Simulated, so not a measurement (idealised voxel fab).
Process module in this document: voxel released beams
Cross-sectional view cut (width: 175 nm; square cell size: 5 nm).
A cross-section in this document is a grid of square cells, and it is written down as bands, the top band listed before the ones below it; a band is made up of one or more rows of cells. It is stipulated that each band's entry specify, in nanometres, the height of the top of the band and then that of its bottom, followed by the materials of the band in left-to-right sequence, each together with its width in nanometres. A single material marked by the word "edge to edge" is understood to fill the band from edge to edge; the word "air" is understood to denote empty space. Beneath 0, the wafer as received is one material, and that level is where height counting begins. The lowest band goes on downward without a bottom; it is written like "top 0, no bottom". Per-row width for "30->40": begins at first number (top row of band), ends at second number (bottom row), increment between rows held constant. Where a step carries "stayed the same", the cross-section came out of it unchanged, cell for cell. Heads up: "Internal closed voids" only lists the empty pockets with no open path to the top that are 8 cells or more, and it writes them as width x height at distance, distance from the left edge, in nm. Where a step's line continues beyond its settings, the continuation is a remark by the simulator itself on that step. A step's line can hold "overlay nm"; with a mask on that step, the setting says how far right of the planned place the mask lay, while a negative setting says it lay to the left.
## The steps planned for the process are as follows
1 op RECEIVE | material Si
2 op CONFORMAL_DEP | material SiN | thk nm 10
3 op DIRECTIONAL_DEP | material SiO2 | thk nm 10
4 op MASKED_ETCH | tone open | mask id ANCHOR | width nm 25 | etch materials SiO2 | depth nm 10 | overlay nm 0
5 op CONFORMAL_DEP | material W | thk nm 10
6 op PATTERN | tone cover | mask id BEAM | material resist | width nm 70 | thk nm 15 | overlay nm 0
7 op DIRECTIONAL_ETCH | etch materials W | depth nm 10
8 op STRIP | etch materials resist
9 op STRIP | etch materials SiO2
## First of the two wafers, run per plan
## As-received wafer cross-section (after step 1)
top 0, no bottom | Si edge to edge
Internal closed voids: none
## Sectional view: wafer, after step 2
top 10, bottom 0 | SiN edge to edge
Everything under 0 stays put, no change at all.
## Sectional view: wafer, after step 3
top 20, bottom 10 | SiO2 edge to edge
Everything under 10 stays put, no change at all.
## Sectional view: wafer, after step 4
top 20, bottom 10 | SiO2 55 nm, air 25 nm, SiO2 95 nm
Everything under 10 stays put, no change at all.
## Sectional view: wafer, after step 5
top 30, bottom 20 | W 65 nm, air 5 nm, W 105 nm
top 20, bottom 10 | SiO2 55 nm, W 25 nm, SiO2 95 nm
Everything under 10 stays put, no change at all.
## Sectional view: wafer, after step 6
top 45, bottom 30 | air 50 nm, resist 70 nm, air 55 nm
top 30, bottom 20 | W 65 nm, resist 5 nm, W 105 nm
Everything under 20 stays put, no change at all.
## Sectional view: wafer, after step 7
top 45, bottom 30 | air 50 nm, resist 70 nm, air 55 nm
top 30, bottom 20 | air 50 nm, W 15 nm, resist 5 nm, W 50 nm, air 55 nm
Everything under 20 stays put, no change at all.
## Sectional view: wafer, after step 8
top 30, bottom 20 | air 50 nm, W 15 nm, air 5 nm, W 50 nm, air 55 nm
Everything under 20 stays put, no change at all.
## Sectional view: wafer, after step 9
top 30, bottom 20 | air 50 nm, W 15 nm, air 5 nm, W 50 nm, air 55 nm
top 20, bottom 10 | air 55 nm, W 25 nm, air 95 nm
Everything under 10 stays put, no change at all.
## Regarding the second of the two wafers: it shared the first wafer's starting condition and process plan, yet one error occurred during its execution. Its history coincides with that of the first wafer up to and including step 2
## Cross-section of the second wafer at the time by which step 3 should have been completed according to the plan
top 20, bottom 0 | SiN edge to edge
Everything under 0 stays put, no change at all.
Cross-section of the second wafer at the time by which step 4 should have been completed according to the plan: stayed the same
## Cross-section of the second wafer at the time by which step 5 should have been completed according to the plan
top 30, bottom 20 | W edge to edge
Everything under 20 stays put, no change at all.
## Cross-section of the second wafer at the time by which step 6 should have been completed according to the plan
top 45, bottom 30 | air 50 nm, resist 70 nm, air 55 nm
Everything under 30 stays put, no change at all.
## Cross-section of the second wafer at the time by which step 7 should have been completed according to the plan
top 45, bottom 30 | air 50 nm, resist 70 nm, air 55 nm
top 30, bottom 20 | air 50 nm, W 70 nm, air 55 nm
Everything under 20 stays put, no change at all.
## Cross-section of the second wafer at the time by which step 8 should have been completed according to the plan
top 30, bottom 20 | air 50 nm, W 70 nm, air 55 nm
Everything under 20 stays put, no change at all.
Cross-section of the second wafer at the time by which step 9 should have been completed according to the plan: stayed the same
Where did the run depart from the plan? it should be noted that step 3 was executed with settings other than those planned, the operation and settings actually applied being op DIRECTIONAL_DEP | material SiN | thk nm 10
Final tally in cells, some materials are higher or lower on the second wafer than on the first: SiN +70, W -8
